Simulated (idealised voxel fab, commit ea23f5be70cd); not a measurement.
The process module presented herein is designated voxel fin reveal.
225 nm wide, 5 nm square cells: that's cross-section cut.
Just so we're on the same page, the cross-sections are grids of square cells, and they're listed out in bands top to bottom, each band one or more rows deep. This entry defines a band. It first specifies the height of the band's top and the height of its bottom in nm, and then specifies the band's materials from left to right, stating each material with its width in nm. The word "full width" identifies a single material that fills the band from edge to edge, while the word "empty" identifies empty space. Note: height 0 marks the level under which the wafer is uniformly one material as received. Lowest band unbounded below, written "0 down". Width: "30..40" (first number = top row, second number = bottom row, same change from row to row of cells). "no change" (step): cross-section cells unchanged, all of them. The entry titled "Enclosed void listing" provides the empty spaces that have no open way to the top, restricted to those of 8 cells or more. Each is presented as width x height at distance, the distance being measured from the left edge, with all three in nm. after a step's settings: what the simulator itself notes on the step. If you see "overlay nm" on a step's line and that step has a mask, it's telling you how far right of where it was planned the mask ended up; a negative number means it went left instead.

## The steps planned for the process are as follows
1: RECEIVE: material Si
2: CONFORMAL_DEP: material SiN, thk nm 5
3: MASKED_ETCH: tone cover, mask id FINS, width nm 15, pitch nm 35, etch materials SiN, depth nm 5, overlay nm 0
4: MASKED_ETCH: tone cover, mask id FINS, width nm 15, pitch nm 35, etch materials Si, depth nm 35, overlay nm 0
5: FILL_DEP: material SiO2, thk nm 5
6: CMP: height nm 5
7: SELECTIVE_ETCH: etch materials SiO2, depth nm 30
8: STRIP: etch materials SiN
9: CONFORMAL_DEP: material SiO2, thk nm 5

## Step 1 complete: cross-section of the wafer as received
- 0 down | Si full width
- Enclosed void listing: none

## The plan above was carried out on the starting structure above with one mistake, and this cross-section shows the wafer at the end of the module
- 0 to -5 | empty 65 nm / SiO2 25 nm / empty 10 nm / SiO2 25 nm / empty 10 nm / SiO2 25 nm / empty 65 nm
- -5 to -30 | empty 65 nm / SiO2 5 nm / Si 15 nm / SiO2 5 nm / empty 10 nm / SiO2 5 nm / Si 15 nm / SiO2 5 nm / empty 10 nm / SiO2 5 nm / Si 15 nm / SiO2 5 nm / empty 65 nm
- -30 to -35 | SiO2 70 nm / Si 15 nm / SiO2 20 nm / Si 15 nm / SiO2 20 nm / Si 15 nm / SiO2 70 nm
- -35 down | Si full width
- Enclosed void listing: none
What broke from the plan during processing? step 6 changed vs plan, executed as CMP: height nm -5
